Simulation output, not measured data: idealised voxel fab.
process module | voxel lift off
Displayed cross-section: cut, width of 220 nm, square cells sized 5 nm.
Cross-section format: a grid of square cells, given as bands from top to bottom; each band is one or more rows of cells. Band: top height; bottom height; in nm. Then, left to right: material with width in nm, for each material. "all across": a single material spanning edge to edge. "blank": empty space. Basically, 0 is our baseline, since under it the wafer straight out of the box is all one material. The bottom band has no lower end and keeps on going down, so it looks like "from 0 down". The two numbers in a width such as "30 to 40" mark its ends across the band: the first belongs to the top row of cells, the second to the bottom row, and from each row to the next the width moves by the same amount. Key: "nothing changed" - step with no changed cell in the cross-section. In "Tabulated closed voids" the enclosed voids are listed, meaning empty spaces of 8 cells or larger without any opening to the top. The form is width x height at distance, distance from the left edge, units nm. If you see something after the settings on a step's line, that's the simulator's own remark about that step. The "overlay nm" setting may appear on a step's line; for a step that uses a mask, it gives how far to the right of its planned position the mask lay, and a negative value indicates the left.
**The following list gives the planned process steps**
1,RECEIVE [material Si]
2,CONFORMAL_DEP [material Al2O3] [thk nm 10]
3,PATTERN [tone open] [mask id LINES] [material resist] [width nm 30] [pitch nm 45] [thk nm 25] [overlay nm 0]
4,DIRECTIONAL_DEP [material Ru] [thk nm 15]
5,STRIP [etch materials resist]
6,CONFORMAL_DEP [material SiO2] [thk nm 5]
**first wafer, as planned**
**Wafer cross-section on receipt, i.e. after step 1**
  from 0 down: Si all across
  Tabulated closed voids: none
**So this is the wafer cross-section right after step 2**
  from 10 to 0: Al2O3 all across
  Below 0 it's all the same as before, nothing changed down there.
**So this is the wafer cross-section right after step 3**
  from 35 to 10: resist 70 nm, then blank 30 nm, then resist 15 nm, then blank 30 nm, then resist 75 nm
  Below 10 it's all the same as before, nothing changed down there.
**So this is the wafer cross-section right after step 4**
  from 50 to 35: Ru 70 nm, then blank 30 nm, then Ru 15 nm, then blank 30 nm, then Ru 75 nm
  from 35 to 25: resist 70 nm, then blank 30 nm, then resist 15 nm, then blank 30 nm, then resist 75 nm
  from 25 to 10: resist 70 nm, then Ru 30 nm, then resist 15 nm, then Ru 30 nm, then resist 75 nm
  Below 10 it's all the same as before, nothing changed down there.
**So this is the wafer cross-section right after step 5**
  from 25 to 10: blank 70 nm, then Ru 30 nm, then blank 15 nm, then Ru 30 nm, then blank 75 nm
  Below 10 it's all the same as before, nothing changed down there.
**So this is the wafer cross-section right after step 6**
  from 30 to 25: blank 65 nm, then SiO2 40 nm, then blank 5 nm, then SiO2 40 nm, then blank 70 nm
  from 25 to 15: blank 65 nm, then SiO2 5 nm, then Ru 30 nm, then SiO2 5 nm, then blank 5 nm, then SiO2 5 nm, then Ru 30 nm, then SiO2 5 nm, then blank 70 nm
  from 15 to 10: SiO2 70 nm, then Ru 30 nm, then SiO2 15 nm, then Ru 30 nm, then SiO2 75 nm
  Below 10 it's all the same as before, nothing changed down there.
**Wafer two of two - same starting point, same process plan, one mistake in execution; matches wafer one up to and including step 1**
**What the second wafer looks like in cross-section when step 2 should have wrapped up**
  from 5 to 0: Al2O3 all across
  Below 0 it's all the same as before, nothing changed down there.
**What the second wafer looks like in cross-section when step 3 should have wrapped up**
  from 30 to 5: resist 70 nm, then blank 30 nm, then resist 15 nm, then blank 30 nm, then resist 75 nm
  Below 5 it's all the same as before, nothing changed down there.
**What the second wafer looks like in cross-section when step 4 should have wrapped up**
  from 45 to 30: Ru 70 nm, then blank 30 nm, then Ru 15 nm, then blank 30 nm, then Ru 75 nm
  from 30 to 20: resist 70 nm, then blank 30 nm, then resist 15 nm, then blank 30 nm, then resist 75 nm
  from 20 to 5: resist 70 nm, then Ru 30 nm, then resist 15 nm, then Ru 30 nm, then resist 75 nm
  Below 5 it's all the same as before, nothing changed down there.
**What the second wafer looks like in cross-section when step 5 should have wrapped up**
  from 20 to 5: blank 70 nm, then Ru 30 nm, then blank 15 nm, then Ru 30 nm, then blank 75 nm
  Below 5 it's all the same as before, nothing changed down there.
**What the second wafer looks like in cross-section when step 6 should have wrapped up**
  from 25 to 20: blank 65 nm, then SiO2 40 nm, then blank 5 nm, then SiO2 40 nm, then blank 70 nm
  from 20 to 10: blank 65 nm, then SiO2 5 nm, then Ru 30 nm, then SiO2 5 nm, then blank 5 nm, then SiO2 5 nm, then Ru 30 nm, then SiO2 5 nm, then blank 70 nm
  from 10 to 5: SiO2 70 nm, then Ru 30 nm, then SiO2 15 nm, then Ru 30 nm, then SiO2 75 nm
  Below 5 it's all the same as before, nothing changed down there.
Short version of what went wrong: the process deviated at step 2: the operation and settings actually run there were CONFORMAL_DEP [material Al2O3] [thk nm 5]
Wafer comparison, final, in cells, second relative to first, materials more or fewer: Al2O3 -44
